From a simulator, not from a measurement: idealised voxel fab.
process module | voxel self aligned contacts
Section cut is 225 nm wide and gridded with 5 nm square cells.
Cross-section, as written here: a square-cell grid given band by band from the top down, where a band holds one or more rows of cells. What a band's entry tells you: where the top is and where the bottom is, as heights in nm, and after that what lies inside, material by material from left to right, each with its width in nm. Empty space is written as the word "blank", and a single material marked with the word "everywhere" occupies the band from edge to edge. Basically, 0 is our baseline, since under it the wafer straight out of the box is all one material. The bottom band has no lower end and keeps on going down, so it looks like "0 nm and below". A width such as "30->40" changes by the same amount from each row of cells to the next, from the band's top row to its bottom row. A step reported as "no alteration" is a step in which no cell of the cross-section changed. "Sealed internal cavities" contains a list of empty spaces, each no smaller than 8 cells and without an open way to the top, written in the form width x height at distance with the distance from the left edge and all three in nm. What comes after the settings on a step's line is commentary from the simulator itself on that step. For masked steps, "overlay nm" on the step line gives how far right of plan the mask actually lay; a minus sign means it lay to the left.
Process steps foreseen in the plan
step 1: RECEIVE [material Si]
step 2: OXIDIZE [depth nm 5]
step 3: DIRECTIONAL_DEP [material polySi] [thk nm 20]
step 4: DIRECTIONAL_DEP [material SiN] [thk nm 25]
step 5: DIRECTIONAL_DEP [material aC] [thk nm 10]
step 6: PATTERN [tone cover] [mask id GATE] [material resist] [width nm 25] [pitch nm 70] [thk nm 25] [overlay nm 0]
step 7: DIRECTIONAL_ETCH [etch materials aC] [depth nm 10]
step 8: STRIP [etch materials resist]
step 9: DIRECTIONAL_ETCH [etch materials SiN] [depth nm 25]
step 10: DIRECTIONAL_ETCH [etch materials polySi] [depth nm 20]
step 11: STRIP [etch materials aC]
step 12: CONFORMAL_DEP [material SiN] [thk nm 10]
step 13: DIRECTIONAL_ETCH [etch materials SiN] [depth nm 10]
step 14: FILL_DEP [material SiO2] [thk nm 15]
step 15: CMP [height nm 50]
step 16: DIRECTIONAL_DEP [material aC] [thk nm 10]
step 17: PATTERN [tone open] [mask id CONTACT] [material resist] [width nm 55] [pitch nm 70] [thk nm 30] [overlay nm 0]
step 18: DIRECTIONAL_ETCH [etch materials aC] [depth nm 10]
step 19: STRIP [etch materials resist]
step 20: DIRECTIONAL_ETCH [etch materials SiO2] [depth nm 55]
step 21: STRIP [etch materials aC]
step 22: CONFORMAL_DEP [material TiN] [thk nm 5]
step 23: FILL_DEP [material Ru] [thk nm 10]
step 24: CMP [height nm 50]
step 25: CONFORMAL_DEP [material SiN] [thk nm 5]
First wafer, as planned
So this is the incoming wafer in cross-section - it's already been through step 1
0 nm and below: Si everywhere
Sealed internal cavities: none
After step 2: wafer cross-section
0 nm to -5 nm: SiO2 everywhere
No changes below -5.
After step 3: wafer cross-section
20 nm to 0 nm: polySi everywhere
No changes below 0.
After step 4: wafer cross-section
45 nm to 20 nm: SiN everywhere
No changes below 20.
After step 5: wafer cross-section
55 nm to 45 nm: aC everywhere
No changes below 45.
After step 6: wafer cross-section
80 nm to 55 nm: 30 blank; 25 resist; 45 blank; 25 resist; 45 blank; 25 resist; 30 blank
No changes below 55.
After step 7: wafer cross-section
70 nm to 55 nm: 30 blank; 25 resist; 45 blank; 25 resist; 45 blank; 25 resist; 30 blank
55 nm to 45 nm: 30 blank; 25 aC; 45 blank; 25 aC; 45 blank; 25 aC; 30 blank
No changes below 45.
After step 8: wafer cross-section
55 nm to 45 nm: 30 blank; 25 aC; 45 blank; 25 aC; 45 blank; 25 aC; 30 blank
No changes below 45.
After step 9: wafer cross-section
55 nm to 45 nm: 30 blank; 25 aC; 45 blank; 25 aC; 45 blank; 25 aC; 30 blank
45 nm to 20 nm: 30 blank; 25 SiN; 45 blank; 25 SiN; 45 blank; 25 SiN; 30 blank
No changes below 20.
After step 10: wafer cross-section
55 nm to 45 nm: 30 blank; 25 aC; 45 blank; 25 aC; 45 blank; 25 aC; 30 blank
45 nm to 20 nm: 30 blank; 25 SiN; 45 blank; 25 SiN; 45 blank; 25 SiN; 30 blank
20 nm to 0 nm: 30 blank; 25 polySi; 45 blank; 25 polySi; 45 blank; 25 polySi; 30 blank
No changes below 0.
After step 11: wafer cross-section
45 nm to 20 nm: 30 blank; 25 SiN; 45 blank; 25 SiN; 45 blank; 25 SiN; 30 blank
No changes below 20.
After step 12: wafer cross-section
55 nm to 20 nm: 20 blank; 45 SiN; 25 blank; 45 SiN; 25 blank; 45 SiN; 20 blank
20 nm to 10 nm: 20 blank; 10 SiN; 25 polySi; 10 SiN; 25 blank; 10 SiN; 25 polySi; 10 SiN; 25 blank; 10 SiN; 25 polySi; 10 SiN; 20 blank
10 nm to 0 nm: 30 SiN; 25 polySi; 45 SiN; 25 polySi; 45 SiN; 25 polySi; 30 SiN
No changes below 0.
After step 13: wafer cross-section
45 nm to 20 nm: 20 blank; 45 SiN; 25 blank; 45 SiN; 25 blank; 45 SiN; 20 blank
20 nm to 0 nm: 20 blank; 10 SiN; 25 polySi; 10 SiN; 25 blank; 10 SiN; 25 polySi; 10 SiN; 25 blank; 10 SiN; 25 polySi; 10 SiN; 20 blank
No changes below 0.
After step 14: wafer cross-section
60 nm to 45 nm: SiO2 everywhere
45 nm to 20 nm: 20 SiO2; 45 SiN; 25 SiO2; 45 SiN; 25 SiO2; 45 SiN; 20 SiO2
20 nm to 0 nm: 20 SiO2; 10 SiN; 25 polySi; 10 SiN; 25 SiO2; 10 SiN; 25 polySi; 10 SiN; 25 SiO2; 10 SiN; 25 polySi; 10 SiN; 20 SiO2
No changes below 0.
After step 15: wafer cross-section
50 nm to 45 nm: SiO2 everywhere
No changes below 45.
After step 16: wafer cross-section
60 nm to 50 nm: aC everywhere
No changes below 50.
After step 17: wafer cross-section
90 nm to 60 nm: 50 resist; 55 blank; 15 resist; 55 blank; 50 resist
No changes below 60.
After step 18: wafer cross-section
80 nm to 60 nm: 50 resist; 55 blank; 15 resist; 55 blank; 50 resist
60 nm to 50 nm: 50 aC; 55 blank; 15 aC; 55 blank; 50 aC
No changes below 50.
After step 19: wafer cross-section
60 nm to 50 nm: 50 aC; 55 blank; 15 aC; 55 blank; 50 aC
No changes below 50.
After step 20: wafer cross-section
60 nm to 50 nm: 50 aC; 55 blank; 15 aC; 55 blank; 50 aC
50 nm to 45 nm: 50 SiO2; 55 blank; 15 SiO2; 55 blank; 50 SiO2
45 nm to 20 nm: 20 SiO2; 45 SiN; 25 blank; 45 SiN; 25 blank; 45 SiN; 20 SiO2
20 nm to 0 nm: 20 SiO2; 10 SiN; 25 polySi; 10 SiN; 25 blank; 10 SiN; 25 polySi; 10 SiN; 25 blank; 10 SiN; 25 polySi; 10 SiN; 20 SiO2
0 nm to -5 nm: 65 SiO2; 25 blank; 45 SiO2; 25 blank; 65 SiO2
No changes below -5.
After step 21: wafer cross-section
50 nm to 45 nm: 50 SiO2; 55 blank; 15 SiO2; 55 blank; 50 SiO2
No changes below 45.
After step 22: wafer cross-section
55 nm to 50 nm: 55 TiN; 45 blank; 25 TiN; 45 blank; 55 TiN
50 nm to 45 nm: 50 SiO2; 20 TiN; 15 blank; 20 TiN; 15 SiO2; 20 TiN; 15 blank; 20 TiN; 50 SiO2
45 nm to 20 nm: 20 SiO2; 45 SiN; 5 TiN; 15 blank; 5 TiN; 45 SiN; 5 TiN; 15 blank; 5 TiN; 45 SiN; 20 SiO2
20 nm to 0 nm: 20 SiO2; 10 SiN; 25 polySi; 10 SiN; 5 TiN; 15 blank; 5 TiN; 10 SiN; 25 polySi; 10 SiN; 5 TiN; 15 blank; 5 TiN; 10 SiN; 25 polySi; 10 SiN; 20 SiO2
0 nm to -5 nm: 65 SiO2; 25 TiN; 45 SiO2; 25 TiN; 65 SiO2
No changes below -5.
After step 23: wafer cross-section
65 nm to 55 nm: Ru everywhere
55 nm to 50 nm: 55 TiN; 45 Ru; 25 TiN; 45 Ru; 55 TiN
50 nm to 45 nm: 50 SiO2; 20 TiN; 15 Ru; 20 TiN; 15 SiO2; 20 TiN; 15 Ru; 20 TiN; 50 SiO2
45 nm to 20 nm: 20 SiO2; 45 SiN; 5 TiN; 15 Ru; 5 TiN; 45 SiN; 5 TiN; 15 Ru; 5 TiN; 45 SiN; 20 SiO2
20 nm to 0 nm: 20 SiO2; 10 SiN; 25 polySi; 10 SiN; 5 TiN; 15 Ru; 5 TiN; 10 SiN; 25 polySi; 10 SiN; 5 TiN; 15 Ru; 5 TiN; 10 SiN; 25 polySi; 10 SiN; 20 SiO2
No changes below 0.
After step 24: wafer cross-section
50 nm to 45 nm: 50 SiO2; 20 TiN; 15 Ru; 20 TiN; 15 SiO2; 20 TiN; 15 Ru; 20 TiN; 50 SiO2
No changes below 45.
After step 25: wafer cross-section
55 nm to 50 nm: SiN everywhere
No changes below 50.
The Second Wafer: Common Origin and Plan, One Mistake in Execution, Identical to the First Through Step 1
The second wafer cut through, at the time step 2 was supposed to be finished: no alteration
The second wafer cut through, at the time step 3 was supposed to be finished
20 nm to 0 nm: polySi everywhere
No changes below 0.
The second wafer cut through, at the time step 4 was supposed to be finished
45 nm to 20 nm: SiN everywhere
No changes below 20.
The second wafer cut through, at the time step 5 was supposed to be finished
55 nm to 45 nm: aC everywhere
No changes below 45.
The second wafer cut through, at the time step 6 was supposed to be finished
80 nm to 55 nm: 30 blank; 25 resist; 45 blank; 25 resist; 45 blank; 25 resist; 30 blank
No changes below 55.
The second wafer cut through, at the time step 7 was supposed to be finished
70 nm to 55 nm: 30 blank; 25 resist; 45 blank; 25 resist; 45 blank; 25 resist; 30 blank
55 nm to 45 nm: 30 blank; 25 aC; 45 blank; 25 aC; 45 blank; 25 aC; 30 blank
No changes below 45.
The second wafer cut through, at the time step 8 was supposed to be finished
55 nm to 45 nm: 30 blank; 25 aC; 45 blank; 25 aC; 45 blank; 25 aC; 30 blank
No changes below 45.
The second wafer cut through, at the time step 9 was supposed to be finished
55 nm to 45 nm: 30 blank; 25 aC; 45 blank; 25 aC; 45 blank; 25 aC; 30 blank
45 nm to 20 nm: 30 blank; 25 SiN; 45 blank; 25 SiN; 45 blank; 25 SiN; 30 blank
No changes below 20.
The second wafer cut through, at the time step 10 was supposed to be finished
55 nm to 45 nm: 30 blank; 25 aC; 45 blank; 25 aC; 45 blank; 25 aC; 30 blank
45 nm to 20 nm: 30 blank; 25 SiN; 45 blank; 25 SiN; 45 blank; 25 SiN; 30 blank
20 nm to 0 nm: 30 blank; 25 polySi; 45 blank; 25 polySi; 45 blank; 25 polySi; 30 blank
No changes below 0.
The second wafer cut through, at the time step 11 was supposed to be finished
45 nm to 20 nm: 30 blank; 25 SiN; 45 blank; 25 SiN; 45 blank; 25 SiN; 30 blank
No changes below 20.
The second wafer cut through, at the time step 12 was supposed to be finished
55 nm to 20 nm: 20 blank; 45 SiN; 25 blank; 45 SiN; 25 blank; 45 SiN; 20 blank
20 nm to 10 nm: 20 blank; 10 SiN; 25 polySi; 10 SiN; 25 blank; 10 SiN; 25 polySi; 10 SiN; 25 blank; 10 SiN; 25 polySi; 10 SiN; 20 blank
10 nm to 0 nm: 30 SiN; 25 polySi; 45 SiN; 25 polySi; 45 SiN; 25 polySi; 30 SiN
No changes below 0.
The second wafer cut through, at the time step 13 was supposed to be finished
45 nm to 20 nm: 20 blank; 45 SiN; 25 blank; 45 SiN; 25 blank; 45 SiN; 20 blank
20 nm to 0 nm: 20 blank; 10 SiN; 25 polySi; 10 SiN; 25 blank; 10 SiN; 25 polySi; 10 SiN; 25 blank; 10 SiN; 25 polySi; 10 SiN; 20 blank
No changes below 0.
The second wafer cut through, at the time step 14 was supposed to be finished
60 nm to 45 nm: SiO2 everywhere
45 nm to 20 nm: 20 SiO2; 45 SiN; 25 SiO2; 45 SiN; 25 SiO2; 45 SiN; 20 SiO2
20 nm to 0 nm: 20 SiO2; 10 SiN; 25 polySi; 10 SiN; 25 SiO2; 10 SiN; 25 polySi; 10 SiN; 25 SiO2; 10 SiN; 25 polySi; 10 SiN; 20 SiO2
No changes below 0.
The second wafer cut through, at the time step 15 was supposed to be finished
50 nm to 45 nm: SiO2 everywhere
No changes below 45.
The second wafer cut through, at the time step 16 was supposed to be finished
60 nm to 50 nm: aC everywhere
No changes below 50.
The second wafer cut through, at the time step 17 was supposed to be finished
90 nm to 60 nm: 50 resist; 55 blank; 15 resist; 55 blank; 50 resist
No changes below 60.
The second wafer cut through, at the time step 18 was supposed to be finished
80 nm to 60 nm: 50 resist; 55 blank; 15 resist; 55 blank; 50 resist
60 nm to 50 nm: 50 aC; 55 blank; 15 aC; 55 blank; 50 aC
No changes below 50.
The second wafer cut through, at the time step 19 was supposed to be finished
60 nm to 50 nm: 50 aC; 55 blank; 15 aC; 55 blank; 50 aC
No changes below 50.
The second wafer cut through, at the time step 20 was supposed to be finished
60 nm to 50 nm: 50 aC; 55 blank; 15 aC; 55 blank; 50 aC
50 nm to 45 nm: 50 SiO2; 55 blank; 15 SiO2; 55 blank; 50 SiO2
45 nm to 20 nm: 20 SiO2; 45 SiN; 25 blank; 45 SiN; 25 blank; 45 SiN; 20 SiO2
20 nm to 0 nm: 20 SiO2; 10 SiN; 25 polySi; 10 SiN; 25 blank; 10 SiN; 25 polySi; 10 SiN; 25 blank; 10 SiN; 25 polySi; 10 SiN; 20 SiO2
No changes below 0.
The second wafer cut through, at the time step 21 was supposed to be finished
50 nm to 45 nm: 50 SiO2; 55 blank; 15 SiO2; 55 blank; 50 SiO2
No changes below 45.
The second wafer cut through, at the time step 22 was supposed to be finished
55 nm to 50 nm: 55 TiN; 45 blank; 25 TiN; 45 blank; 55 TiN
50 nm to 45 nm: 50 SiO2; 20 TiN; 15 blank; 20 TiN; 15 SiO2; 20 TiN; 15 blank; 20 TiN; 50 SiO2
45 nm to 20 nm: 20 SiO2; 45 SiN; 5 TiN; 15 blank; 5 TiN; 45 SiN; 5 TiN; 15 blank; 5 TiN; 45 SiN; 20 SiO2
20 nm to 5 nm: 20 SiO2; 10 SiN; 25 polySi; 10 SiN; 5 TiN; 15 blank; 5 TiN; 10 SiN; 25 polySi; 10 SiN; 5 TiN; 15 blank; 5 TiN; 10 SiN; 25 polySi; 10 SiN; 20 SiO2
5 nm to 0 nm: 20 SiO2; 10 SiN; 25 polySi; 10 SiN; 25 TiN; 10 SiN; 25 polySi; 10 SiN; 25 TiN; 10 SiN; 25 polySi; 10 SiN; 20 SiO2
No changes below 0.
The second wafer cut through, at the time step 23 was supposed to be finished
65 nm to 55 nm: Ru everywhere
55 nm to 50 nm: 55 TiN; 45 Ru; 25 TiN; 45 Ru; 55 TiN
50 nm to 45 nm: 50 SiO2; 20 TiN; 15 Ru; 20 TiN; 15 SiO2; 20 TiN; 15 Ru; 20 TiN; 50 SiO2
45 nm to 20 nm: 20 SiO2; 45 SiN; 5 TiN; 15 Ru; 5 TiN; 45 SiN; 5 TiN; 15 Ru; 5 TiN; 45 SiN; 20 SiO2
20 nm to 5 nm: 20 SiO2; 10 SiN; 25 polySi; 10 SiN; 5 TiN; 15 Ru; 5 TiN; 10 SiN; 25 polySi; 10 SiN; 5 TiN; 15 Ru; 5 TiN; 10 SiN; 25 polySi; 10 SiN; 20 SiO2
No changes below 5.
The second wafer cut through, at the time step 24 was supposed to be finished
50 nm to 45 nm: 50 SiO2; 20 TiN; 15 Ru; 20 TiN; 15 SiO2; 20 TiN; 15 Ru; 20 TiN; 50 SiO2
No changes below 45.
The second wafer cut through, at the time step 25 was supposed to be finished
55 nm to 50 nm: SiN everywhere
No changes below 50.
The mistake made against the process plan was this: not run: step 2 of the plan (skipped)
In the final state, the cell counts of the second wafer exceed or fall short of those of the first for the following materials: -6 Ru, +45 Si, -35 SiO2, -4 TiN
